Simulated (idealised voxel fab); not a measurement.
Herein follows the process module entitled voxel ribs on slabs.
For reference, the cross-section in this document is cut, with width 190 nm and square cells of 5 nm.
In this document a cross-section is written as a grid of square cells. It is given as a series of bands, listed from the top down, and a band is one or more rows of cells.
Look at the band entry: it leads with the top's height and the bottom's height in nm. Then it lists the materials left to right, with a width in nm for each. The word "all across" on a single material says that material fills the band edge to edge. The word "empty" is empty space.
Height 0 is the level under which the wafer as received is all one material. The lowest band goes on downwards, as in "0 and below".
With a width like "30 to 40", each row of cells in the band differs from the next by the same amount, the top row carrying the first number and the bottom row the second.
Where a step carries "changes: none", the cross-section came out of it unchanged, cell for cell.
Empty spaces without an open route to the top, at least 8 cells in extent, make up the entry "Enclosed voids"; each is given as width x height at distance, where the distance is measured from the left edge, and all are in nm.
Formally, on a step line, whatever follows the settings is a remark that the simulator itself makes on the step.
overlay nm: how far to the right of its planned place the mask lay on this masked step (negative: to the left).
[plan]
1. RECEIVE [material Si]
2. DIRECTIONAL_DEP [material SiO2] [thk nm 20]
3. DIRECTIONAL_DEP [material polySi] [thk nm 15]
4. MASKED_ETCH [tone cover] [mask id RIB] [width nm 30] [etch materials polySi] [depth nm 5] [overlay nm 0]
5. DIRECTIONAL_DEP [material aC] [thk nm 15]
6. PATTERN [tone cover] [mask id SLAB] [material resist] [width nm 70] [thk nm 30] [overlay nm 0]
7. DIRECTIONAL_ETCH [etch materials aC] [depth nm 15]
8. STRIP [etch materials resist]
9. DIRECTIONAL_ETCH [etch materials polySi] [depth nm 10]
10. STRIP [etch materials aC]
11. FILL_DEP [material SiO2] [thk nm 30]
12. CMP [height nm 55]
13. DIRECTIONAL_DEP [material W] [thk nm 10]
14. PATTERN [tone cover] [mask id HEATER] [material resist] [width nm 40] [thk nm 20] [overlay nm 0]
15. DIRECTIONAL_ETCH [etch materials W] [depth nm 10]
16. STRIP [etch materials resist]
17. CONFORMAL_DEP [material SiN] [thk nm 5]
[The first of a set of two wafers, run to plan]
[Cross-section of the wafer as it came to us, i.e., already through step 1]
	0 and below = Si all across
	Enclosed voids: none
[Once step 2 is through, the wafer looks like this in cross-section]
	20 down to 0 = SiO2 all across
	Note: structure below 0 unchanged.
[Once step 3 is through, the wafer looks like this in cross-section]
	35 down to 20 = polySi all across
	Note: structure below 20 unchanged.
[Once step 4 is through, the wafer looks like this in cross-section]
	35 down to 30 = empty 80, then polySi 30, then empty 80
	Note: structure below 30 unchanged.
[Once step 5 is through, the wafer looks like this in cross-section]
	50 down to 45 = empty 80, then aC 30, then empty 80
	45 down to 35 = aC all across
	35 down to 30 = aC 80, then polySi 30, then aC 80
	Note: structure below 30 unchanged.
[Once step 6 is through, the wafer looks like this in cross-section]
	80 down to 50 = empty 60, then resist 70, then empty 60
	50 down to 45 = empty 60, then resist 20, then aC 30, then resist 20, then empty 60
	Note: structure below 45 unchanged.
[Once step 7 is through, the wafer looks like this in cross-section]
	65 down to 50 = empty 60, then resist 70, then empty 60
	50 down to 45 = empty 60, then resist 20, then aC 30, then resist 20, then empty 60
	45 down to 35 = empty 60, then aC 70, then empty 60
	35 down to 30 = empty 60, then aC 20, then polySi 30, then aC 20, then empty 60
	Note: structure below 30 unchanged.
[Once step 8 is through, the wafer looks like this in cross-section]
	50 down to 45 = empty 80, then aC 30, then empty 80
	Note: structure below 45 unchanged.
[Once step 9 is through, the wafer looks like this in cross-section]
	50 down to 45 = empty 80, then aC 30, then empty 80
	45 down to 35 = empty 60, then aC 70, then empty 60
	35 down to 30 = empty 60, then aC 20, then polySi 30, then aC 20, then empty 60
	30 down to 20 = empty 60, then polySi 70, then empty 60
	Note: structure below 20 unchanged.
[Once step 10 is through, the wafer looks like this in cross-section]
	35 down to 30 = empty 80, then polySi 30, then empty 80
	Note: structure below 30 unchanged.
[Once step 11 is through, the wafer looks like this in cross-section]
	65 down to 35 = SiO2 all across
	35 down to 30 = SiO2 80, then polySi 30, then SiO2 80
	30 down to 20 = SiO2 60, then polySi 70, then SiO2 60
	Note: structure below 20 unchanged.
[Once step 12 is through, the wafer looks like this in cross-section]
	55 down to 35 = SiO2 all across
	Note: structure below 35 unchanged.
[Once step 13 is through, the wafer looks like this in cross-section]
	65 down to 55 = W all across
	Note: structure below 55 unchanged.
[Once step 14 is through, the wafer looks like this in cross-section]
	85 down to 65 = empty 75, then resist 40, then empty 75
	Note: structure below 65 unchanged.
[Once step 15 is through, the wafer looks like this in cross-section]
	85 down to 65 = empty 75, then resist 40, then empty 75
	65 down to 55 = empty 75, then W 40, then empty 75
	Note: structure below 55 unchanged.
[Once step 16 is through, the wafer looks like this in cross-section]
	65 down to 55 = empty 75, then W 40, then empty 75
	Note: structure below 55 unchanged.
[Once step 17 is through, the wafer looks like this in cross-section]
	70 down to 65 = empty 70, then SiN 50, then empty 70
	65 down to 60 = empty 70, then SiN 5, then W 40, then SiN 5, then empty 70
	60 down to 55 = SiN 75, then W 40, then SiN 75
	Note: structure below 55 unchanged.
[Second Wafer (Identical Start and Plan, One Processing Error; Matches First Wafer Through Step 1)]
[Cross-section, second wafer, at the end time the plan gives for step 2]
	15 down to 0 = polySi all across
	Note: structure below 0 unchanged.
[Cross-section, second wafer, at the end time the plan gives for step 3]
	35 down to 15 = SiO2 all across
	Note: structure below 15 unchanged.
Cross-section, second wafer, at the end time the plan gives for step 4: changes: none
[Cross-section, second wafer, at the end time the plan gives for step 5]
	50 down to 35 = aC all across
	Note: structure below 35 unchanged.
[Cross-section, second wafer, at the end time the plan gives for step 6]
	80 down to 50 = empty 60, then resist 70, then empty 60
	Note: structure below 50 unchanged.
[Cross-section, second wafer, at the end time the plan gives for step 7]
	65 down to 50 = empty 60, then resist 70, then empty 60
	50 down to 35 = empty 60, then aC 70, then empty 60
	Note: structure below 35 unchanged.
[Cross-section, second wafer, at the end time the plan gives for step 8]
	50 down to 35 = empty 60, then aC 70, then empty 60
	Note: structure below 35 unchanged.
Cross-section, second wafer, at the end time the plan gives for step 9: changes: none
[Cross-section, second wafer, at the end time the plan gives for step 10]
	35 down to 15 = SiO2 all across
	Note: structure below 15 unchanged.
[Cross-section, second wafer, at the end time the plan gives for step 11]
	65 down to 15 = SiO2 all across
	Note: structure below 15 unchanged.
[Cross-section, second wafer, at the end time the plan gives for step 12]
	55 down to 15 = SiO2 all across
	Note: structure below 15 unchanged.
[Cross-section, second wafer, at the end time the plan gives for step 13]
	65 down to 55 = W all across
	Note: structure below 55 unchanged.
[Cross-section, second wafer, at the end time the plan gives for step 14]
	85 down to 65 = empty 75, then resist 40, then empty 75
	Note: structure below 65 unchanged.
[Cross-section, second wafer, at the end time the plan gives for step 15]
	85 down to 65 = empty 75, then resist 40, then empty 75
	65 down to 55 = empty 75, then W 40, then empty 75
	Note: structure below 55 unchanged.
[Cross-section, second wafer, at the end time the plan gives for step 16]
	65 down to 55 = empty 75, then W 40, then empty 75
	Note: structure below 55 unchanged.
[Cross-section, second wafer, at the end time the plan gives for step 17]
	70 down to 65 = empty 70, then SiN 50, then empty 70
	65 down to 60 = empty 70, then SiN 5, then W 40, then SiN 5, then empty 70
	60 down to 55 = SiN 75, then W 40, then SiN 75
	Note: structure below 55 unchanged.
Error vs. plan: sequence error: steps 2 and 3 interchanged
Final tally in cells, some materials are higher or lower on the second wafer than on the first: SiO2: 80 fewer | polySi: 80 more
